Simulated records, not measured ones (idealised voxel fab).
Process module name: voxel wiring stack
We display cut, a cross-section 205 nm in width whose square cells are each 5 nm.
How to read a cross-section here: the picture is a grid of square cells, written as bands going from the top down, and any band can span one or more rows of cells. Band entry format. Leading values: height of top, height of bottom, nm. Remainder: materials in left-to-right order, each with its width in nm. Special words: "all across" on a single material, which then fills the band edge to edge; "air", empty space. Ref level 0: as-received wafer is one material below here. Bottom band extends down with no lower bound ("from 0 down"). Width: "30->40" (first number = top row, second number = bottom row, same change from row to row of cells). "changes: none" after a step means that no cell of the cross-section changed. In "Closed void catalog" the enclosed voids are listed, meaning empty spaces of 8 cells or larger without any opening to the top. The form is width x height at distance, distance from the left edge, units nm. after a step's settings: what the simulator itself notes on the step. When a step includes a mask, the "overlay nm" setting on its line states how far to the right of its planned place that mask lay, and negative values state how far to the left.

**plan**
1: RECEIVE, material Si
2: CONFORMAL_DEP, material SiO2, thk nm 10
3: DIRECTIONAL_DEP, material TiN, thk nm 5
4: DIRECTIONAL_DEP, material Ru, thk nm 15
5: DIRECTIONAL_DEP, material aC, thk nm 15
6: PATTERN, tone cover, mask id METAL_1, material resist, width nm 30, pitch nm 60, thk nm 35, overlay nm 0
7: DIRECTIONAL_ETCH, etch materials aC, depth nm 15
8: STRIP, etch materials resist
9: DIRECTIONAL_ETCH, etch materials Ru, depth nm 15
10: DIRECTIONAL_ETCH, etch materials TiN, depth nm 5
11: STRIP, etch materials aC
12: FILL_DEP, material lowk, thk nm 5
13: CMP, height nm 30
14: CONFORMAL_DEP, material SiCN, thk nm 5
15: DIRECTIONAL_DEP, material lowk, thk nm 25
16: PATTERN, tone open, mask id METAL_2, material resist, width nm 30, pitch nm 60, thk nm 20, overlay nm 0
17: DIRECTIONAL_ETCH, etch materials lowk, depth nm 15
18: STRIP, etch materials resist
19: PATTERN, tone open, mask id METAL_2_HOLES, material resist, width nm 15, pitch nm 60, thk nm 20, overlay nm 0
20: DIRECTIONAL_ETCH, etch materials lowk, depth nm 10
21: DIRECTIONAL_ETCH, etch materials SiCN, depth nm 5
22: STRIP, etch materials resist
23: CONFORMAL_DEP, material TiN, thk nm 5
24: FILL_DEP, material Ru, thk nm 5
25: CMP, height nm 60
26: CONFORMAL_DEP, material SiCN, thk nm 5
27: DIRECTIONAL_DEP, material SiO2, thk nm 10
28: PATTERN, tone open, mask id PLUG_2, material resist, width nm 15, pitch nm 60, thk nm 20, overlay nm 0
29: DIRECTIONAL_ETCH, etch materials SiO2, depth nm 10
30: DIRECTIONAL_ETCH, etch materials SiCN, depth nm 5
31: STRIP, etch materials resist
32: CONFORMAL_DEP, material TiN, thk nm 5
33: FILL_DEP, material W, thk nm 5
34: CMP, height nm 75
35: CONFORMAL_DEP, material SiN, thk nm 5
36: DIRECTIONAL_DEP, material lowk, thk nm 20
37: DIRECTIONAL_DEP, material aC, thk nm 15
38: PATTERN, tone open, mask id METAL_3, material resist, width nm 30, pitch nm 60, thk nm 30, overlay nm 0
39: DIRECTIONAL_ETCH, etch materials aC, depth nm 15
40: STRIP, etch materials resist
41: DIRECTIONAL_ETCH, etch materials lowk, depth nm 20
42: DIRECTIONAL_ETCH, etch materials SiN, depth nm 5
43: STRIP, etch materials aC
44: CONFORMAL_DEP, material TiN, thk nm 5
45: FILL_DEP, material Ru, thk nm 5
46: CMP, height nm 100
47: CONFORMAL_DEP, material SiN, thk nm 5

**First of two wafers, with the run carried out as planned**

**Received-state cross-section, reflecting completion of step 1**
- from 0 down | Si all across
- Closed void catalog: none

**Step 2 complete: cross-section through the wafer**
- from 10 to 0 | SiO2 all across
- Lower than 0, everything is as it was.

**Step 3 complete: cross-section through the wafer**
- from 15 to 10 | TiN all across
- Lower than 10, everything is as it was.

**Step 4 complete: cross-section through the wafer**
- from 30 to 15 | Ru all across
- Lower than 15, everything is as it was.

**Step 5 complete: cross-section through the wafer**
- from 45 to 30 | aC all across
- Lower than 30, everything is as it was.

**Step 6 complete: cross-section through the wafer**
- from 80 to 45 | air 55 nm, resist 30 nm, air 30 nm, resist 30 nm, air 60 nm
- Lower than 45, everything is as it was.

**Step 7 complete: cross-section through the wafer**
- from 65 to 45 | air 55 nm, resist 30 nm, air 30 nm, resist 30 nm, air 60 nm
- from 45 to 30 | air 55 nm, aC 30 nm, air 30 nm, aC 30 nm, air 60 nm
- Lower than 30, everything is as it was.

**Step 8 complete: cross-section through the wafer**
- from 45 to 30 | air 55 nm, aC 30 nm, air 30 nm, aC 30 nm, air 60 nm
- Lower than 30, everything is as it was.

**Step 9 complete: cross-section through the wafer**
- from 45 to 30 | air 55 nm, aC 30 nm, air 30 nm, aC 30 nm, air 60 nm
- from 30 to 15 | air 55 nm, Ru 30 nm, air 30 nm, Ru 30 nm, air 60 nm
- Lower than 15, everything is as it was.

**Step 10 complete: cross-section through the wafer**
- from 45 to 30 | air 55 nm, aC 30 nm, air 30 nm, aC 30 nm, air 60 nm
- from 30 to 15 | air 55 nm, Ru 30 nm, air 30 nm, Ru 30 nm, air 60 nm
- from 15 to 10 | air 55 nm, TiN 30 nm, air 30 nm, TiN 30 nm, air 60 nm
- Lower than 10, everything is as it was.

**Step 11 complete: cross-section through the wafer**
- from 30 to 15 | air 55 nm, Ru 30 nm, air 30 nm, Ru 30 nm, air 60 nm
- Lower than 15, everything is as it was.

**Step 12 complete: cross-section through the wafer**
- from 35 to 30 | lowk all across
- from 30 to 15 | lowk 55 nm, Ru 30 nm, lowk 30 nm, Ru 30 nm, lowk 60 nm
- from 15 to 10 | lowk 55 nm, TiN 30 nm, lowk 30 nm, TiN 30 nm, lowk 60 nm
- Lower than 10, everything is as it was.

**Step 13 complete: cross-section through the wafer**
- from 30 to 15 | lowk 55 nm, Ru 30 nm, lowk 30 nm, Ru 30 nm, lowk 60 nm
- Lower than 15, everything is as it was.

**Step 14 complete: cross-section through the wafer**
- from 35 to 30 | SiCN all across
- Lower than 30, everything is as it was.

**Step 15 complete: cross-section through the wafer**
- from 60 to 35 | lowk all across
- Lower than 35, everything is as it was.

**Step 16 complete: cross-section through the wafer**
- from 80 to 60 | resist 55 nm, air 30 nm, resist 30 nm, air 30 nm, resist 60 nm
- Lower than 60, everything is as it was.

**Step 17 complete: cross-section through the wafer**
- from 80 to 60 | resist 55 nm, air 30 nm, resist 30 nm, air 30 nm, resist 60 nm
- from 60 to 45 | lowk 55 nm, air 30 nm, lowk 30 nm, air 30 nm, lowk 60 nm
- Lower than 45, everything is as it was.

**Step 18 complete: cross-section through the wafer**
- from 60 to 45 | lowk 55 nm, air 30 nm, lowk 30 nm, air 30 nm, lowk 60 nm
- Lower than 45, everything is as it was.

**Step 19 complete: cross-section through the wafer**
- from 80 to 60 | resist 55 nm, air 15 nm, resist 45 nm, air 15 nm, resist 75 nm
- from 60 to 45 | lowk 55 nm, air 15 nm, resist 15 nm, lowk 30 nm, air 15 nm, resist 15 nm, lowk 60 nm
- Lower than 45, everything is as it was.

**Step 20 complete: cross-section through the wafer**
- from 80 to 60 | resist 55 nm, air 15 nm, resist 45 nm, air 15 nm, resist 75 nm
- from 60 to 45 | lowk 55 nm, air 15 nm, resist 15 nm, lowk 30 nm, air 15 nm, resist 15 nm, lowk 60 nm
- from 45 to 35 | lowk 55 nm, air 15 nm, lowk 45 nm, air 15 nm, lowk 75 nm
- Lower than 35, everything is as it was.

**Step 21 complete: cross-section through the wafer**
- from 80 to 60 | resist 55 nm, air 15 nm, resist 45 nm, air 15 nm, resist 75 nm
- from 60 to 45 | lowk 55 nm, air 15 nm, resist 15 nm, lowk 30 nm, air 15 nm, resist 15 nm, lowk 60 nm
- from 45 to 35 | lowk 55 nm, air 15 nm, lowk 45 nm, air 15 nm, lowk 75 nm
- from 35 to 30 | SiCN 55 nm, air 15 nm, SiCN 45 nm, air 15 nm, SiCN 75 nm
- Lower than 30, everything is as it was.

**Step 22 complete: cross-section through the wafer**
- from 60 to 45 | lowk 55 nm, air 30 nm, lowk 30 nm, air 30 nm, lowk 60 nm
- Lower than 45, everything is as it was.

**Step 23 complete: cross-section through the wafer**
- from 65 to 60 | TiN 60 nm, air 20 nm, TiN 40 nm, air 20 nm, TiN 65 nm
- from 60 to 50 | lowk 55 nm, TiN 5 nm, air 20 nm, TiN 5 nm, lowk 30 nm, TiN 5 nm, air 20 nm, TiN 5 nm, lowk 60 nm
- from 50 to 45 | lowk 55 nm, TiN 5 nm, air 5 nm, TiN 20 nm, lowk 30 nm, TiN 5 nm, air 5 nm, TiN 20 nm, lowk 60 nm
- from 45 to 35 | lowk 55 nm, TiN 5 nm, air 5 nm, TiN 5 nm, lowk 45 nm, TiN 5 nm, air 5 nm, TiN 5 nm, lowk 75 nm
- from 35 to 30 | SiCN 55 nm, TiN 15 nm, SiCN 45 nm, TiN 15 nm, SiCN 75 nm
- Lower than 30, everything is as it was.

**Step 24 complete: cross-section through the wafer**
- from 70 to 65 | Ru all across
- from 65 to 60 | TiN 60 nm, Ru 20 nm, TiN 40 nm, Ru 20 nm, TiN 65 nm
- from 60 to 50 | lowk 55 nm, TiN 5 nm, Ru 20 nm, TiN 5 nm, lowk 30 nm, TiN 5 nm, Ru 20 nm, TiN 5 nm, lowk 60 nm
- from 50 to 45 | lowk 55 nm, TiN 5 nm, Ru 5 nm, TiN 20 nm, lowk 30 nm, TiN 5 nm, Ru 5 nm, TiN 20 nm, lowk 60 nm
- from 45 to 35 | lowk 55 nm, TiN 5 nm, Ru 5 nm, TiN 5 nm, lowk 45 nm, TiN 5 nm, Ru 5 nm, TiN 5 nm, lowk 75 nm
- Lower than 35, everything is as it was.

**Step 25 complete: cross-section through the wafer**
- from 60 to 50 | lowk 55 nm, TiN 5 nm, Ru 20 nm, TiN 5 nm, lowk 30 nm, TiN 5 nm, Ru 20 nm, TiN 5 nm, lowk 60 nm
- Lower than 50, everything is as it was.

**Step 26 complete: cross-section through the wafer**
- from 65 to 60 | SiCN all across
- Lower than 60, everything is as it was.

**Step 27 complete: cross-section through the wafer**
- from 75 to 65 | SiO2 all across
- Lower than 65, everything is as it was.

**Step 28 complete: cross-section through the wafer**
- from 95 to 75 | resist 55 nm, air 15 nm, resist 45 nm, air 15 nm, resist 75 nm
- Lower than 75, everything is as it was.

**Step 29 complete: cross-section through the wafer**
- from 95 to 75 | resist 55 nm, air 15 nm, resist 45 nm, air 15 nm, resist 75 nm
- from 75 to 65 | SiO2 55 nm, air 15 nm, SiO2 45 nm, air 15 nm, SiO2 75 nm
- Lower than 65, everything is as it was.

**Step 30 complete: cross-section through the wafer**
- from 95 to 75 | resist 55 nm, air 15 nm, resist 45 nm, air 15 nm, resist 75 nm
- from 75 to 65 | SiO2 55 nm, air 15 nm, SiO2 45 nm, air 15 nm, SiO2 75 nm
- from 65 to 60 | SiCN 55 nm, air 15 nm, SiCN 45 nm, air 15 nm, SiCN 75 nm
- Lower than 60, everything is as it was.

**Step 31 complete: cross-section through the wafer**
- from 75 to 65 | SiO2 55 nm, air 15 nm, SiO2 45 nm, air 15 nm, SiO2 75 nm
- Lower than 65, everything is as it was.

**Step 32 complete: cross-section through the wafer**
- from 80 to 75 | TiN 60 nm, air 5 nm, TiN 55 nm, air 5 nm, TiN 80 nm
- from 75 to 65 | SiO2 55 nm, TiN 5 nm, air 5 nm, TiN 5 nm, SiO2 45 nm, TiN 5 nm, air 5 nm, TiN 5 nm, SiO2 75 nm
- from 65 to 60 | SiCN 55 nm, TiN 15 nm, SiCN 45 nm, TiN 15 nm, SiCN 75 nm
- Lower than 60, everything is as it was.

**Step 33 complete: cross-section through the wafer**
- from 85 to 80 | W all across
- from 80 to 75 | TiN 60 nm, W 5 nm, TiN 55 nm, W 5 nm, TiN 80 nm
- from 75 to 65 | SiO2 55 nm, TiN 5 nm, W 5 nm, TiN 5 nm, SiO2 45 nm, TiN 5 nm, W 5 nm, TiN 5 nm, SiO2 75 nm
- Lower than 65, everything is as it was.

**Step 34 complete: cross-section through the wafer**
- from 75 to 65 | SiO2 55 nm, TiN 5 nm, W 5 nm, TiN 5 nm, SiO2 45 nm, TiN 5 nm, W 5 nm, TiN 5 nm, SiO2 75 nm
- Lower than 65, everything is as it was.

**Step 35 complete: cross-section through the wafer**
- from 80 to 75 | SiN all across
- Lower than 75, everything is as it was.

**Step 36 complete: cross-section through the wafer**
- from 100 to 80 | lowk all across
- Lower than 80, everything is as it was.

**Step 37 complete: cross-section through the wafer**
- from 115 to 100 | aC all across
- Lower than 100, everything is as it was.

**Step 38 complete: cross-section through the wafer**
- from 145 to 115 | resist 55 nm, air 30 nm, resist 30 nm, air 30 nm, resist 60 nm
- Lower than 115, everything is as it was.

**Step 39 complete: cross-section through the wafer**
- from 130 to 115 | resist 55 nm, air 30 nm, resist 30 nm, air 30 nm, resist 60 nm
- from 115 to 100 | aC 55 nm, air 30 nm, aC 30 nm, air 30 nm, aC 60 nm
- Lower than 100, everything is as it was.

**Step 40 complete: cross-section through the wafer**
- from 115 to 100 | aC 55 nm, air 30 nm, aC 30 nm, air 30 nm, aC 60 nm
- Lower than 100, everything is as it was.

**Step 41 complete: cross-section through the wafer**
- from 115 to 100 | aC 55 nm, air 30 nm, aC 30 nm, air 30 nm, aC 60 nm
- from 100 to 80 | lowk 55 nm, air 30 nm, lowk 30 nm, air 30 nm, lowk 60 nm
- Lower than 80, everything is as it was.

**Step 42 complete: cross-section through the wafer**
- from 115 to 100 | aC 55 nm, air 30 nm, aC 30 nm, air 30 nm, aC 60 nm
- from 100 to 80 | lowk 55 nm, air 30 nm, lowk 30 nm, air 30 nm, lowk 60 nm
- from 80 to 75 | SiN 55 nm, air 30 nm, SiN 30 nm, air 30 nm, SiN 60 nm
- Lower than 75, everything is as it was.

**Step 43 complete: cross-section through the wafer**
- from 100 to 80 | lowk 55 nm, air 30 nm, lowk 30 nm, air 30 nm, lowk 60 nm
- Lower than 80, everything is as it was.

**Step 44 complete: cross-section through the wafer**
- from 105 to 100 | TiN 60 nm, air 20 nm, TiN 40 nm, air 20 nm, TiN 65 nm
- from 100 to 80 | lowk 55 nm, TiN 5 nm, air 20 nm, TiN 5 nm, lowk 30 nm, TiN 5 nm, air 20 nm, TiN 5 nm, lowk 60 nm
- from 80 to 75 | SiN 55 nm, TiN 30 nm, SiN 30 nm, TiN 30 nm, SiN 60 nm
- Lower than 75, everything is as it was.

**Step 45 complete: cross-section through the wafer**
- from 110 to 105 | Ru all across
- from 105 to 100 | TiN 60 nm, Ru 20 nm, TiN 40 nm, Ru 20 nm, TiN 65 nm
- from 100 to 80 | lowk 55 nm, TiN 5 nm, Ru 20 nm, TiN 5 nm, lowk 30 nm, TiN 5 nm, Ru 20 nm, TiN 5 nm, lowk 60 nm
- Lower than 80, everything is as it was.

**Step 46 complete: cross-section through the wafer**
- from 100 to 80 | lowk 55 nm, TiN 5 nm, Ru 20 nm, TiN 5 nm, lowk 30 nm, TiN 5 nm, Ru 20 nm, TiN 5 nm, lowk 60 nm
- Lower than 80, everything is as it was.

**Step 47 complete: cross-section through the wafer**
- from 105 to 100 | SiN all across
- Lower than 100, everything is as it was.

**The remaining wafer, second of the two, started like the first and was run to the same plan, except that one mistake was made along the way; the two coincide through step 5, inclusive**

**Second wafer: cross-section at the scheduled end of step 6**
- from 80 to 45 | air 60 nm, resist 25 nm, air 35 nm, resist 25 nm, air 60 nm
- Lower than 45, everything is as it was.

**Second wafer: cross-section at the scheduled end of step 7**
- from 65 to 45 | air 60 nm, resist 25 nm, air 35 nm, resist 25 nm, air 60 nm
- from 45 to 30 | air 60 nm, aC 25 nm, air 35 nm, aC 25 nm, air 60 nm
- Lower than 30, everything is as it was.

**Second wafer: cross-section at the scheduled end of step 8**
- from 45 to 30 | air 60 nm, aC 25 nm, air 35 nm, aC 25 nm, air 60 nm
- Lower than 30, everything is as it was.

**Second wafer: cross-section at the scheduled end of step 9**
- from 45 to 30 | air 60 nm, aC 25 nm, air 35 nm, aC 25 nm, air 60 nm
- from 30 to 15 | air 60 nm, Ru 25 nm, air 35 nm, Ru 25 nm, air 60 nm
- Lower than 15, everything is as it was.

**Second wafer: cross-section at the scheduled end of step 10**
- from 45 to 30 | air 60 nm, aC 25 nm, air 35 nm, aC 25 nm, air 60 nm
- from 30 to 15 | air 60 nm, Ru 25 nm, air 35 nm, Ru 25 nm, air 60 nm
- from 15 to 10 | air 60 nm, TiN 25 nm, air 35 nm, TiN 25 nm, air 60 nm
- Lower than 10, everything is as it was.

**Second wafer: cross-section at the scheduled end of step 11**
- from 30 to 15 | air 60 nm, Ru 25 nm, air 35 nm, Ru 25 nm, air 60 nm
- Lower than 15, everything is as it was.

**Second wafer: cross-section at the scheduled end of step 12**
- from 35 to 30 | lowk all across
- from 30 to 15 | lowk 60 nm, Ru 25 nm, lowk 35 nm, Ru 25 nm, lowk 60 nm
- from 15 to 10 | lowk 60 nm, TiN 25 nm, lowk 35 nm, TiN 25 nm, lowk 60 nm
- Lower than 10, everything is as it was.

**Second wafer: cross-section at the scheduled end of step 13**
- from 30 to 15 | lowk 60 nm, Ru 25 nm, lowk 35 nm, Ru 25 nm, lowk 60 nm
- Lower than 15, everything is as it was.

**Second wafer: cross-section at the scheduled end of step 14**
- from 35 to 30 | SiCN all across
- Lower than 30, everything is as it was.

**Second wafer: cross-section at the scheduled end of step 15**
- from 60 to 35 | lowk all across
- Lower than 35, everything is as it was.

**Second wafer: cross-section at the scheduled end of step 16**
- from 80 to 60 | resist 55 nm, air 30 nm, resist 30 nm, air 30 nm, resist 60 nm
- Lower than 60, everything is as it was.

**Second wafer: cross-section at the scheduled end of step 17**
- from 80 to 60 | resist 55 nm, air 30 nm, resist 30 nm, air 30 nm, resist 60 nm
- from 60 to 45 | lowk 55 nm, air 30 nm, lowk 30 nm, air 30 nm, lowk 60 nm
- Lower than 45, everything is as it was.

**Second wafer: cross-section at the scheduled end of step 18**
- from 60 to 45 | lowk 55 nm, air 30 nm, lowk 30 nm, air 30 nm, lowk 60 nm
- Lower than 45, everything is as it was.

**Second wafer: cross-section at the scheduled end of step 19**
- from 80 to 60 | resist 55 nm, air 15 nm, resist 45 nm, air 15 nm, resist 75 nm
- from 60 to 45 | lowk 55 nm, air 15 nm, resist 15 nm, lowk 30 nm, air 15 nm, resist 15 nm, lowk 60 nm
- Lower than 45, everything is as it was.

**Second wafer: cross-section at the scheduled end of step 20**
- from 80 to 60 | resist 55 nm, air 15 nm, resist 45 nm, air 15 nm, resist 75 nm
- from 60 to 45 | lowk 55 nm, air 15 nm, resist 15 nm, lowk 30 nm, air 15 nm, resist 15 nm, lowk 60 nm
- from 45 to 35 | lowk 55 nm, air 15 nm, lowk 45 nm, air 15 nm, lowk 75 nm
- Lower than 35, everything is as it was.

**Second wafer: cross-section at the scheduled end of step 21**
- from 80 to 60 | resist 55 nm, air 15 nm, resist 45 nm, air 15 nm, resist 75 nm
- from 60 to 45 | lowk 55 nm, air 15 nm, resist 15 nm, lowk 30 nm, air 15 nm, resist 15 nm, lowk 60 nm
- from 45 to 35 | lowk 55 nm, air 15 nm, lowk 45 nm, air 15 nm, lowk 75 nm
- from 35 to 30 | SiCN 55 nm, air 15 nm, SiCN 45 nm, air 15 nm, SiCN 75 nm
- Lower than 30, everything is as it was.

**Second wafer: cross-section at the scheduled end of step 22**
- from 60 to 45 | lowk 55 nm, air 30 nm, lowk 30 nm, air 30 nm, lowk 60 nm
- Lower than 45, everything is as it was.

**Second wafer: cross-section at the scheduled end of step 23**
- from 65 to 60 | TiN 60 nm, air 20 nm, TiN 40 nm, air 20 nm, TiN 65 nm
- from 60 to 50 | lowk 55 nm, TiN 5 nm, air 20 nm, TiN 5 nm, lowk 30 nm, TiN 5 nm, air 20 nm, TiN 5 nm, lowk 60 nm
- from 50 to 45 | lowk 55 nm, TiN 5 nm, air 5 nm, TiN 20 nm, lowk 30 nm, TiN 5 nm, air 5 nm, TiN 20 nm, lowk 60 nm
- from 45 to 35 | lowk 55 nm, TiN 5 nm, air 5 nm, TiN 5 nm, lowk 45 nm, TiN 5 nm, air 5 nm, TiN 5 nm, lowk 75 nm
- from 35 to 30 | SiCN 55 nm, TiN 15 nm, SiCN 45 nm, TiN 15 nm, SiCN 75 nm
- Lower than 30, everything is as it was.

**Second wafer: cross-section at the scheduled end of step 24**
- from 70 to 65 | Ru all across
- from 65 to 60 | TiN 60 nm, Ru 20 nm, TiN 40 nm, Ru 20 nm, TiN 65 nm
- from 60 to 50 | lowk 55 nm, TiN 5 nm, Ru 20 nm, TiN 5 nm, lowk 30 nm, TiN 5 nm, Ru 20 nm, TiN 5 nm, lowk 60 nm
- from 50 to 45 | lowk 55 nm, TiN 5 nm, Ru 5 nm, TiN 20 nm, lowk 30 nm, TiN 5 nm, Ru 5 nm, TiN 20 nm, lowk 60 nm
- from 45 to 35 | lowk 55 nm, TiN 5 nm, Ru 5 nm, TiN 5 nm, lowk 45 nm, TiN 5 nm, Ru 5 nm, TiN 5 nm, lowk 75 nm
- Lower than 35, everything is as it was.

**Second wafer: cross-section at the scheduled end of step 25**
- from 60 to 50 | lowk 55 nm, TiN 5 nm, Ru 20 nm, TiN 5 nm, lowk 30 nm, TiN 5 nm, Ru 20 nm, TiN 5 nm, lowk 60 nm
- Lower than 50, everything is as it was.

**Second wafer: cross-section at the scheduled end of step 26**
- from 65 to 60 | SiCN all across
- Lower than 60, everything is as it was.

**Second wafer: cross-section at the scheduled end of step 27**
- from 75 to 65 | SiO2 all across
- Lower than 65, everything is as it was.

**Second wafer: cross-section at the scheduled end of step 28**
- from 95 to 75 | resist 55 nm, air 15 nm, resist 45 nm, air 15 nm, resist 75 nm
- Lower than 75, everything is as it was.

**Second wafer: cross-section at the scheduled end of step 29**
- from 95 to 75 | resist 55 nm, air 15 nm, resist 45 nm, air 15 nm, resist 75 nm
- from 75 to 65 | SiO2 55 nm, air 15 nm, SiO2 45 nm, air 15 nm, SiO2 75 nm
- Lower than 65, everything is as it was.

**Second wafer: cross-section at the scheduled end of step 30**
- from 95 to 75 | resist 55 nm, air 15 nm, resist 45 nm, air 15 nm, resist 75 nm
- from 75 to 65 | SiO2 55 nm, air 15 nm, SiO2 45 nm, air 15 nm, SiO2 75 nm
- from 65 to 60 | SiCN 55 nm, air 15 nm, SiCN 45 nm, air 15 nm, SiCN 75 nm
- Lower than 60, everything is as it was.

**Second wafer: cross-section at the scheduled end of step 31**
- from 75 to 65 | SiO2 55 nm, air 15 nm, SiO2 45 nm, air 15 nm, SiO2 75 nm
- Lower than 65, everything is as it was.

**Second wafer: cross-section at the scheduled end of step 32**
- from 80 to 75 | TiN 60 nm, air 5 nm, TiN 55 nm, air 5 nm, TiN 80 nm
- from 75 to 65 | SiO2 55 nm, TiN 5 nm, air 5 nm, TiN 5 nm, SiO2 45 nm, TiN 5 nm, air 5 nm, TiN 5 nm, SiO2 75 nm
- from 65 to 60 | SiCN 55 nm, TiN 15 nm, SiCN 45 nm, TiN 15 nm, SiCN 75 nm
- Lower than 60, everything is as it was.

**Second wafer: cross-section at the scheduled end of step 33**
- from 85 to 80 | W all across
- from 80 to 75 | TiN 60 nm, W 5 nm, TiN 55 nm, W 5 nm, TiN 80 nm
- from 75 to 65 | SiO2 55 nm, TiN 5 nm, W 5 nm, TiN 5 nm, SiO2 45 nm, TiN 5 nm, W 5 nm, TiN 5 nm, SiO2 75 nm
- Lower than 65, everything is as it was.

**Second wafer: cross-section at the scheduled end of step 34**
- from 75 to 65 | SiO2 55 nm, TiN 5 nm, W 5 nm, TiN 5 nm, SiO2 45 nm, TiN 5 nm, W 5 nm, TiN 5 nm, SiO2 75 nm
- Lower than 65, everything is as it was.

**Second wafer: cross-section at the scheduled end of step 35**
- from 80 to 75 | SiN all across
- Lower than 75, everything is as it was.

**Second wafer: cross-section at the scheduled end of step 36**
- from 100 to 80 | lowk all across
- Lower than 80, everything is as it was.

**Second wafer: cross-section at the scheduled end of step 37**
- from 115 to 100 | aC all across
- Lower than 100, everything is as it was.

**Second wafer: cross-section at the scheduled end of step 38**
- from 145 to 115 | resist 55 nm, air 30 nm, resist 30 nm, air 30 nm, resist 60 nm
- Lower than 115, everything is as it was.

**Second wafer: cross-section at the scheduled end of step 39**
- from 130 to 115 | resist 55 nm, air 30 nm, resist 30 nm, air 30 nm, resist 60 nm
- from 115 to 100 | aC 55 nm, air 30 nm, aC 30 nm, air 30 nm, aC 60 nm
- Lower than 100, everything is as it was.

**Second wafer: cross-section at the scheduled end of step 40**
- from 115 to 100 | aC 55 nm, air 30 nm, aC 30 nm, air 30 nm, aC 60 nm
- Lower than 100, everything is as it was.

**Second wafer: cross-section at the scheduled end of step 41**
- from 115 to 100 | aC 55 nm, air 30 nm, aC 30 nm, air 30 nm, aC 60 nm
- from 100 to 80 | lowk 55 nm, air 30 nm, lowk 30 nm, air 30 nm, lowk 60 nm
- Lower than 80, everything is as it was.

**Second wafer: cross-section at the scheduled end of step 42**
- from 115 to 100 | aC 55 nm, air 30 nm, aC 30 nm, air 30 nm, aC 60 nm
- from 100 to 80 | lowk 55 nm, air 30 nm, lowk 30 nm, air 30 nm, lowk 60 nm
- from 80 to 75 | SiN 55 nm, air 30 nm, SiN 30 nm, air 30 nm, SiN 60 nm
- Lower than 75, everything is as it was.

**Second wafer: cross-section at the scheduled end of step 43**
- from 100 to 80 | lowk 55 nm, air 30 nm, lowk 30 nm, air 30 nm, lowk 60 nm
- Lower than 80, everything is as it was.

**Second wafer: cross-section at the scheduled end of step 44**
- from 105 to 100 | TiN 60 nm, air 20 nm, TiN 40 nm, air 20 nm, TiN 65 nm
- from 100 to 80 | lowk 55 nm, TiN 5 nm, air 20 nm, TiN 5 nm, lowk 30 nm, TiN 5 nm, air 20 nm, TiN 5 nm, lowk 60 nm
- from 80 to 75 | SiN 55 nm, TiN 30 nm, SiN 30 nm, TiN 30 nm, SiN 60 nm
- Lower than 75, everything is as it was.

**Second wafer: cross-section at the scheduled end of step 45**
- from 110 to 105 | Ru all across
- from 105 to 100 | TiN 60 nm, Ru 20 nm, TiN 40 nm, Ru 20 nm, TiN 65 nm
- from 100 to 80 | lowk 55 nm, TiN 5 nm, Ru 20 nm, TiN 5 nm, lowk 30 nm, TiN 5 nm, Ru 20 nm, TiN 5 nm, lowk 60 nm
- Lower than 80, everything is as it was.

**Second wafer: cross-section at the scheduled end of step 46**
- from 100 to 80 | lowk 55 nm, TiN 5 nm, Ru 20 nm, TiN 5 nm, lowk 30 nm, TiN 5 nm, Ru 20 nm, TiN 5 nm, lowk 60 nm
- Lower than 80, everything is as it was.

**Second wafer: cross-section at the scheduled end of step 47**
- from 105 to 100 | SiN all across
- Lower than 100, everything is as it was.
In executing the process, a mistake was made relative to the plan: in deviation from the planned setting, step 6 was conducted as PATTERN, tone cover, mask id METAL_1, material resist, width nm 25, pitch nm 60, thk nm 35, overlay nm 0
Final wafer comparison in cells, second versus first, more or fewer per material: Ru -6 | TiN -2 | lowk +8
